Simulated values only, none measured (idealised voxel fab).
Documented hereafter: the process module known as voxel released beams.
The figure presents cross-section cut, which has a width of 170 nm and is divided into square cells with an edge length of 5 nm.
In what follows, cross-sections appear as grids of square cells, described through bands that run from the top down, where every band is one or more rows of cells.
Top height, bottom height, nm. Materials left to right, width each, nm. Single material + "throughout" = fills band edge to edge. "empty" = empty.
Height is counted from the level 0, under which the received wafer is composed throughout of one material. The lowest of the bands is not closed at the bottom but continues downward, in the notation "0 nm and below".
It should be noted that a width expressed as "30 to 40" varies in equal increments from row to row of cells within the band, taking the value of the first number at the top row and that of the second number at the bottom row.
The designation "same as before", where it is given for a processing step, indicates that no cell of the cross-section was altered in the course of that step.
Closed-off voids of 8+ cells (no open route to the top) go in "Closed void inventory", written width x height at distance from the left edge, in nm.
Text after the settings on a step's line: the simulator's own remark on that step.
On any step carrying a mask, the "overlay nm" setting, if present on the step's line, tells how far right of its planned place the mask lay; negative values point to the left.

**Set out below are the planned steps of the process**
1,RECEIVE,material Si
2,CONFORMAL_DEP,material SiN,thk nm 5
3,DIRECTIONAL_DEP,material SiO2,thk nm 20
4,DIRECTIONAL_DEP,material aC,thk nm 15
5,PATTERN,tone open,mask id ANCHOR,material resist,width nm 45,thk nm 30,overlay nm 0
6,DIRECTIONAL_ETCH,etch materials aC,depth nm 15
7,STRIP,etch materials resist
8,DIRECTIONAL_ETCH,etch materials SiO2,depth nm 20
9,STRIP,etch materials aC
10,CONFORMAL_DEP,material polySi,thk nm 15
11,DIRECTIONAL_DEP,material aC,thk nm 10
12,PATTERN,tone cover,mask id BEAM,material resist,width nm 90,thk nm 25,overlay nm 0
13,DIRECTIONAL_ETCH,etch materials aC,depth nm 10
14,STRIP,etch materials resist
15,DIRECTIONAL_ETCH,etch materials polySi,depth nm 15
16,STRIP,etch materials aC
17,STRIP,etch materials SiO2

**First of two wafers, with the run carried out as planned**

**Cross-sectional view of the wafer in its as-received condition, corresponding to the state after step 1**
> 0 nm and below: Si throughout
> Closed void inventory: none

**Cross-section through the wafer, step 2 finished**
> 5 nm to 0 nm: SiN throughout
> Below 0, no change.

**Cross-section through the wafer, step 3 finished**
> 25 nm to 5 nm: SiO2 throughout
> Below 5, no change.

**Cross-section through the wafer, step 4 finished**
> 40 nm to 25 nm: aC throughout
> Below 25, no change.

**Cross-section through the wafer, step 5 finished**
> 70 nm to 40 nm: resist 40 nm, empty 45 nm, resist 85 nm
> Below 40, no change.

**Cross-section through the wafer, step 6 finished**
> 55 nm to 40 nm: resist 40 nm, empty 45 nm, resist 85 nm
> 40 nm to 25 nm: aC 40 nm, empty 45 nm, aC 85 nm
> Below 25, no change.

**Cross-section through the wafer, step 7 finished**
> 40 nm to 25 nm: aC 40 nm, empty 45 nm, aC 85 nm
> Below 25, no change.

**Cross-section through the wafer, step 8 finished**
> 40 nm to 25 nm: aC 40 nm, empty 45 nm, aC 85 nm
> 25 nm to 5 nm: SiO2 40 nm, empty 45 nm, SiO2 85 nm
> Below 5, no change.

**Cross-section through the wafer, step 9 finished**
> 25 nm to 5 nm: SiO2 40 nm, empty 45 nm, SiO2 85 nm
> Below 5, no change.

**Cross-section through the wafer, step 10 finished**
> 40 nm to 25 nm: polySi 55 nm, empty 15 nm, polySi 100 nm
> 25 nm to 20 nm: SiO2 40 nm, polySi 15 nm, empty 15 nm, polySi 15 nm, SiO2 85 nm
> 20 nm to 5 nm: SiO2 40 nm, polySi 45 nm, SiO2 85 nm
> Below 5, no change.

**Cross-section through the wafer, step 11 finished**
> 50 nm to 40 nm: aC 55 nm, empty 15 nm, aC 100 nm
> 40 nm to 30 nm: polySi 55 nm, empty 15 nm, polySi 100 nm
> 30 nm to 25 nm: polySi 55 nm, aC 15 nm, polySi 100 nm
> 25 nm to 20 nm: SiO2 40 nm, polySi 15 nm, aC 15 nm, polySi 15 nm, SiO2 85 nm
> Below 20, no change.

**Cross-section through the wafer, step 12 finished**
> 75 nm to 50 nm: empty 35 nm, resist 90 nm, empty 45 nm
> 50 nm to 40 nm: aC 55 nm, resist 15 nm, aC 100 nm
> 40 nm to 30 nm: polySi 55 nm, resist 15 nm, polySi 100 nm
> Below 30, no change.

**Cross-section through the wafer, step 13 finished**
> 65 nm to 50 nm: empty 35 nm, resist 90 nm, empty 45 nm
> 50 nm to 40 nm: empty 35 nm, aC 20 nm, resist 15 nm, aC 55 nm, empty 45 nm
> Below 40, no change.

**Cross-section through the wafer, step 14 finished**
> 50 nm to 40 nm: empty 35 nm, aC 20 nm, empty 15 nm, aC 55 nm, empty 45 nm
> 40 nm to 30 nm: polySi 55 nm, empty 15 nm, polySi 100 nm
> Below 30, no change.

**Cross-section through the wafer, step 15 finished**
> 50 nm to 40 nm: empty 35 nm, aC 20 nm, empty 15 nm, aC 55 nm, empty 45 nm
> 40 nm to 30 nm: empty 35 nm, polySi 20 nm, empty 15 nm, polySi 55 nm, empty 45 nm
> 30 nm to 25 nm: empty 35 nm, polySi 20 nm, aC 15 nm, polySi 55 nm, empty 45 nm
> Below 25, no change.

**Cross-section through the wafer, step 16 finished**
> 40 nm to 25 nm: empty 35 nm, polySi 20 nm, empty 15 nm, polySi 55 nm, empty 45 nm
> 25 nm to 20 nm: SiO2 40 nm, polySi 15 nm, empty 15 nm, polySi 15 nm, SiO2 85 nm
> Below 20, no change.

**Cross-section through the wafer, step 17 finished**
> 40 nm to 25 nm: empty 35 nm, polySi 20 nm, empty 15 nm, polySi 55 nm, empty 45 nm
> 25 nm to 20 nm: empty 40 nm, polySi 15 nm, empty 15 nm, polySi 15 nm, empty 85 nm
> 20 nm to 5 nm: empty 40 nm, polySi 45 nm, empty 85 nm
> Below 5, no change.

**The Second Wafer: Common Origin and Plan, One Mistake in Execution, Identical to the First Through Step 14**

**At the planned end of step 15, the second wafer in cross-section**
> 50 nm to 40 nm: empty 35 nm, aC 20 nm, empty 15 nm, aC 55 nm, empty 45 nm
> 40 nm to 30 nm: empty 35 nm, polySi 20 nm, empty 15 nm, polySi 55 nm, empty 45 nm
> Below 30, no change.

**At the planned end of step 16, the second wafer in cross-section**
> 40 nm to 30 nm: empty 35 nm, polySi 20 nm, empty 15 nm, polySi 55 nm, empty 45 nm
> 30 nm to 25 nm: polySi 55 nm, empty 15 nm, polySi 100 nm
> 25 nm to 20 nm: SiO2 40 nm, polySi 15 nm, empty 15 nm, polySi 15 nm, SiO2 85 nm
> Below 20, no change.

At the planned end of step 17, the second wafer in cross-section: same as before
Here's what went sideways: step 15 ran as: DIRECTIONAL_ETCH,etch materials polySi,depth nm 10
Looking at both finished wafers in cells, the second ends up ahead of or behind the first on some materials: 100 more of SiO2 | 16 more of polySi
